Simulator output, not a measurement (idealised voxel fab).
Process module heading - voxel air gaps
Shown is cross-section cut, with a width of 220 nm and square cells of size 5 nm.
How to read a cross-section here: the picture is a grid of square cells, written as bands going from the top down, and any band can span one or more rows of cells.
Top, bottom (nm), then materials left to right with widths (nm); lone material tagged "all across" fills the whole band edge to edge; "empty" = empty space.
Beneath 0, the wafer as received is one material, and that level is where height counting begins. The lowest band goes on downward without a bottom; it is written like "from 0 down".
A two-number width, for instance "30->40", indicates that the width is equal to the first number in the top row of the band and to the second number in the bottom row, and that it changes by a constant amount per row of cells.
A step reported as "everything unchanged" is a step in which no cell of the cross-section changed.
Voids not open to the top, 8 cells minimum: see "Closed void catalog". Written width x height at distance; distance is from the left edge; nm.
On each step's line, the part that comes after the settings is the simulator's own comment on the step.
overlay nm, on a step with a mask: how far to the right of its planned place the mask lay; to the left if negative

**List of planned process steps**
1 RECEIVE (material Si)
2 CONFORMAL_DEP (material SiO2; thk nm 15)
3 CONFORMAL_DEP (material SiCN; thk nm 5)
4 DIRECTIONAL_DEP (material SiO2; thk nm 30)
5 DIRECTIONAL_DEP (material aC; thk nm 10)
6 PATTERN (tone open; mask id LINES; material resist; width nm 20; pitch nm 45; thk nm 30; overlay nm 0)
7 DIRECTIONAL_ETCH (etch materials aC; depth nm 10)
8 STRIP (etch materials resist)
9 DIRECTIONAL_ETCH (etch materials SiO2; depth nm 30)
10 STRIP (etch materials aC)
11 CONFORMAL_DEP (material TiN; thk nm 5)
12 FILL_DEP (material W; thk nm 10)
13 CMP (height nm 50)
14 EPI (material Ru; thk nm 10)
15 SELECTIVE_ETCH (etch materials SiO2; depth nm 40)
16 CONFORMAL_DEP (material SiCN; thk nm 5)

**The first of two wafers, run as planned**

**Cross-section: wafer on arrival = after step 1**
    from 0 down | Si all across
    Closed void catalog: none

**Step 2 done - wafer cross-section**
    from 15 to 0 | SiO2 all across
    Under the height 0 nothing was changed.

**Step 3 done - wafer cross-section**
    from 20 to 15 | SiCN all across
    Under the height 15 nothing was changed.

**Step 4 done - wafer cross-section**
    from 50 to 20 | SiO2 all across
    Under the height 20 nothing was changed.

**Step 5 done - wafer cross-section**
    from 60 to 50 | aC all across
    Under the height 50 nothing was changed.

**Step 6 done - wafer cross-section**
    from 90 to 60 | resist: 30 / empty: 20 / resist: 25 / empty: 20 / resist: 25 / empty: 20 / resist: 25 / empty: 20 / resist: 35
    Under the height 60 nothing was changed.

**Step 7 done - wafer cross-section**
    from 80 to 60 | resist: 30 / empty: 20 / resist: 25 / empty: 20 / resist: 25 / empty: 20 / resist: 25 / empty: 20 / resist: 35
    from 60 to 50 | aC: 30 / empty: 20 / aC: 25 / empty: 20 / aC: 25 / empty: 20 / aC: 25 / empty: 20 / aC: 35
    Under the height 50 nothing was changed.

**Step 8 done - wafer cross-section**
    from 60 to 50 | aC: 30 / empty: 20 / aC: 25 / empty: 20 / aC: 25 / empty: 20 / aC: 25 / empty: 20 / aC: 35
    Under the height 50 nothing was changed.

**Step 9 done - wafer cross-section**
    from 60 to 50 | aC: 30 / empty: 20 / aC: 25 / empty: 20 / aC: 25 / empty: 20 / aC: 25 / empty: 20 / aC: 35
    from 50 to 20 | SiO2: 30 / empty: 20 / SiO2: 25 / empty: 20 / SiO2: 25 / empty: 20 / SiO2: 25 / empty: 20 / SiO2: 35
    Under the height 20 nothing was changed.

**Step 10 done - wafer cross-section**
    from 50 to 20 | SiO2: 30 / empty: 20 / SiO2: 25 / empty: 20 / SiO2: 25 / empty: 20 / SiO2: 25 / empty: 20 / SiO2: 35
    Under the height 20 nothing was changed.

**Step 11 done - wafer cross-section**
    from 55 to 50 | TiN: 35 / empty: 10 / TiN: 35 / empty: 10 / TiN: 35 / empty: 10 / TiN: 35 / empty: 10 / TiN: 40
    from 50 to 25 | SiO2: 30 / TiN: 5 / empty: 10 / TiN: 5 / SiO2: 25 / TiN: 5 / empty: 10 / TiN: 5 / SiO2: 25 / TiN: 5 / empty: 10 / TiN: 5 / SiO2: 25 / TiN: 5 / empty: 10 / TiN: 5 / SiO2: 35
    from 25 to 20 | SiO2: 30 / TiN: 20 / SiO2: 25 / TiN: 20 / SiO2: 25 / TiN: 20 / SiO2: 25 / TiN: 20 / SiO2: 35
    Under the height 20 nothing was changed.

**Step 12 done - wafer cross-section**
    from 65 to 55 | W all across
    from 55 to 50 | TiN: 35 / W: 10 / TiN: 35 / W: 10 / TiN: 35 / W: 10 / TiN: 35 / W: 10 / TiN: 40
    from 50 to 25 | SiO2: 30 / TiN: 5 / W: 10 / TiN: 5 / SiO2: 25 / TiN: 5 / W: 10 / TiN: 5 / SiO2: 25 / TiN: 5 / W: 10 / TiN: 5 / SiO2: 25 / TiN: 5 / W: 10 / TiN: 5 / SiO2: 35
    Under the height 25 nothing was changed.

**Step 13 done - wafer cross-section**
    from 50 to 25 | SiO2: 30 / TiN: 5 / W: 10 / TiN: 5 / SiO2: 25 / TiN: 5 / W: 10 / TiN: 5 / SiO2: 25 / TiN: 5 / W: 10 / TiN: 5 / SiO2: 25 / TiN: 5 / W: 10 / TiN: 5 / SiO2: 35
    Under the height 25 nothing was changed.

**Step 14 done - wafer cross-section**
    from 60 to 50 | empty: 20 / Ru: 40 / empty: 5 / Ru: 40 / empty: 5 / Ru: 40 / empty: 5 / Ru: 40 / empty: 25
    Under the height 50 nothing was changed.

**Step 15 done - wafer cross-section**
    from 60 to 50 | empty: 20 / Ru: 40 / empty: 5 / Ru: 40 / empty: 5 / Ru: 40 / empty: 5 / Ru: 40 / empty: 25
    from 50 to 25 | empty: 30 / TiN: 5 / W: 10 / TiN: 5 / empty: 25 / TiN: 5 / W: 10 / TiN: 5 / empty: 25 / TiN: 5 / W: 10 / TiN: 5 / empty: 25 / TiN: 5 / W: 10 / TiN: 5 / empty: 35
    from 25 to 20 | empty: 30 / TiN: 20 / empty: 25 / TiN: 20 / empty: 25 / TiN: 20 / empty: 25 / TiN: 20 / empty: 35
    Under the height 20 nothing was changed.

**Step 16 done - wafer cross-section**
    from 65 to 60 | empty: 15 / SiCN: 185 / empty: 20
    from 60 to 50 | empty: 15 / SiCN: 5 / Ru: 40 / SiCN: 5 / Ru: 40 / SiCN: 5 / Ru: 40 / SiCN: 5 / Ru: 40 / SiCN: 5 / empty: 20
    from 50 to 45 | empty: 15 / SiCN: 15 / TiN: 5 / W: 10 / TiN: 5 / SiCN: 25 / TiN: 5 / W: 10 / TiN: 5 / SiCN: 25 / TiN: 5 / W: 10 / TiN: 5 / SiCN: 25 / TiN: 5 / W: 10 / TiN: 5 / SiCN: 15 / empty: 20
    from 45 to 25 | empty: 25 / SiCN: 5 / TiN: 5 / W: 10 / TiN: 5 / SiCN: 5 / empty: 15 / SiCN: 5 / TiN: 5 / W: 10 / TiN: 5 / SiCN: 5 / empty: 15 / SiCN: 5 / TiN: 5 / W: 10 / TiN: 5 / SiCN: 5 / empty: 15 / SiCN: 5 / TiN: 5 / W: 10 / TiN: 5 / SiCN: 5 / empty: 30
    from 25 to 20 | SiCN: 30 / TiN: 20 / SiCN: 25 / TiN: 20 / SiCN: 25 / TiN: 20 / SiCN: 25 / TiN: 20 / SiCN: 35
    Under the height 20 nothing was changed.
    Closed void catalog: 15 x 20 at 55; 15 x 20 at 100; 15 x 20 at 145

**Second wafer, same starting state and plan as the first, one mistake in the run, identical through step 5**

**Cross-section of the second wafer corresponding to the planned conclusion of step 6**
    from 90 to 60 | resist: 35 / empty: 15 / resist: 30 / empty: 15 / resist: 30 / empty: 15 / resist: 30 / empty: 15 / resist: 35
    Under the height 60 nothing was changed.

**Cross-section of the second wafer corresponding to the planned conclusion of step 7**
    from 80 to 60 | resist: 35 / empty: 15 / resist: 30 / empty: 15 / resist: 30 / empty: 15 / resist: 30 / empty: 15 / resist: 35
    from 60 to 50 | aC: 35 / empty: 15 / aC: 30 / empty: 15 / aC: 30 / empty: 15 / aC: 30 / empty: 15 / aC: 35
    Under the height 50 nothing was changed.

**Cross-section of the second wafer corresponding to the planned conclusion of step 8**
    from 60 to 50 | aC: 35 / empty: 15 / aC: 30 / empty: 15 / aC: 30 / empty: 15 / aC: 30 / empty: 15 / aC: 35
    Under the height 50 nothing was changed.

**Cross-section of the second wafer corresponding to the planned conclusion of step 9**
    from 60 to 50 | aC: 35 / empty: 15 / aC: 30 / empty: 15 / aC: 30 / empty: 15 / aC: 30 / empty: 15 / aC: 35
    from 50 to 20 | SiO2: 35 / empty: 15 / SiO2: 30 / empty: 15 / SiO2: 30 / empty: 15 / SiO2: 30 / empty: 15 / SiO2: 35
    Under the height 20 nothing was changed.

**Cross-section of the second wafer corresponding to the planned conclusion of step 10**
    from 50 to 20 | SiO2: 35 / empty: 15 / SiO2: 30 / empty: 15 / SiO2: 30 / empty: 15 / SiO2: 30 / empty: 15 / SiO2: 35
    Under the height 20 nothing was changed.

**Cross-section of the second wafer corresponding to the planned conclusion of step 11**
    from 55 to 50 | TiN: 40 / empty: 5 / TiN: 40 / empty: 5 / TiN: 40 / empty: 5 / TiN: 40 / empty: 5 / TiN: 40
    from 50 to 25 | SiO2: 35 / TiN: 5 / empty: 5 / TiN: 5 / SiO2: 30 / TiN: 5 / empty: 5 / TiN: 5 / SiO2: 30 / TiN: 5 / empty: 5 / TiN: 5 / SiO2: 30 / TiN: 5 / empty: 5 / TiN: 5 / SiO2: 35
    from 25 to 20 | SiO2: 35 / TiN: 15 / SiO2: 30 / TiN: 15 / SiO2: 30 / TiN: 15 / SiO2: 30 / TiN: 15 / SiO2: 35
    Under the height 20 nothing was changed.

**Cross-section of the second wafer corresponding to the planned conclusion of step 12**
    from 65 to 55 | W all across
    from 55 to 50 | TiN: 40 / W: 5 / TiN: 40 / W: 5 / TiN: 40 / W: 5 / TiN: 40 / W: 5 / TiN: 40
    from 50 to 25 | SiO2: 35 / TiN: 5 / W: 5 / TiN: 5 / SiO2: 30 / TiN: 5 / W: 5 / TiN: 5 / SiO2: 30 / TiN: 5 / W: 5 / TiN: 5 / SiO2: 30 / TiN: 5 / W: 5 / TiN: 5 / SiO2: 35
    Under the height 25 nothing was changed.

**Cross-section of the second wafer corresponding to the planned conclusion of step 13**
    from 50 to 25 | SiO2: 35 / TiN: 5 / W: 5 / TiN: 5 / SiO2: 30 / TiN: 5 / W: 5 / TiN: 5 / SiO2: 30 / TiN: 5 / W: 5 / TiN: 5 / SiO2: 30 / TiN: 5 / W: 5 / TiN: 5 / SiO2: 35
    Under the height 25 nothing was changed.

**Cross-section of the second wafer corresponding to the planned conclusion of step 14**
    from 60 to 50 | empty: 25 / Ru: 35 / empty: 10 / Ru: 35 / empty: 10 / Ru: 35 / empty: 10 / Ru: 35 / empty: 25
    Under the height 50 nothing was changed.

**Cross-section of the second wafer corresponding to the planned conclusion of step 15**
    from 60 to 50 | empty: 25 / Ru: 35 / empty: 10 / Ru: 35 / empty: 10 / Ru: 35 / empty: 10 / Ru: 35 / empty: 25
    from 50 to 25 | empty: 35 / TiN: 5 / W: 5 / TiN: 5 / empty: 30 / TiN: 5 / W: 5 / TiN: 5 / empty: 30 / TiN: 5 / W: 5 / TiN: 5 / empty: 30 / TiN: 5 / W: 5 / TiN: 5 / empty: 35
    from 25 to 20 | empty: 35 / TiN: 15 / empty: 30 / TiN: 15 / empty: 30 / TiN: 15 / empty: 30 / TiN: 15 / empty: 35
    Under the height 20 nothing was changed.

**Cross-section of the second wafer corresponding to the planned conclusion of step 16**
    from 65 to 60 | empty: 20 / SiCN: 180 / empty: 20
    from 60 to 50 | empty: 20 / SiCN: 5 / Ru: 35 / SiCN: 10 / Ru: 35 / SiCN: 10 / Ru: 35 / SiCN: 10 / Ru: 35 / SiCN: 5 / empty: 20
    from 50 to 45 | empty: 20 / SiCN: 15 / TiN: 5 / W: 5 / TiN: 5 / SiCN: 30 / TiN: 5 / W: 5 / TiN: 5 / SiCN: 30 / TiN: 5 / W: 5 / TiN: 5 / SiCN: 30 / TiN: 5 / W: 5 / TiN: 5 / SiCN: 15 / empty: 20
    from 45 to 25 | empty: 30 / SiCN: 5 / TiN: 5 / W: 5 / TiN: 5 / SiCN: 5 / empty: 20 / SiCN: 5 / TiN: 5 / W: 5 / TiN: 5 / SiCN: 5 / empty: 20 / SiCN: 5 / TiN: 5 / W: 5 / TiN: 5 / SiCN: 5 / empty: 20 / SiCN: 5 / TiN: 5 / W: 5 / TiN: 5 / SiCN: 5 / empty: 30
    from 25 to 20 | SiCN: 35 / TiN: 15 / SiCN: 30 / TiN: 15 / SiCN: 30 / TiN: 15 / SiCN: 30 / TiN: 15 / SiCN: 35
    Under the height 20 nothing was changed.
    Closed void catalog: 20 x 20 at 55; 20 x 20 at 100; 20 x 20 at 145
what went wrong: in deviation from the planned setting, step 6 was conducted as PATTERN (tone open; mask id LINES; material resist; width nm 15; pitch nm 45; thk nm 30; overlay nm 0)
Looking at both finished wafers in cells, the second ends up ahead of or behind the first on some materials: Ru -8; SiCN +12; TiN -4; W -20
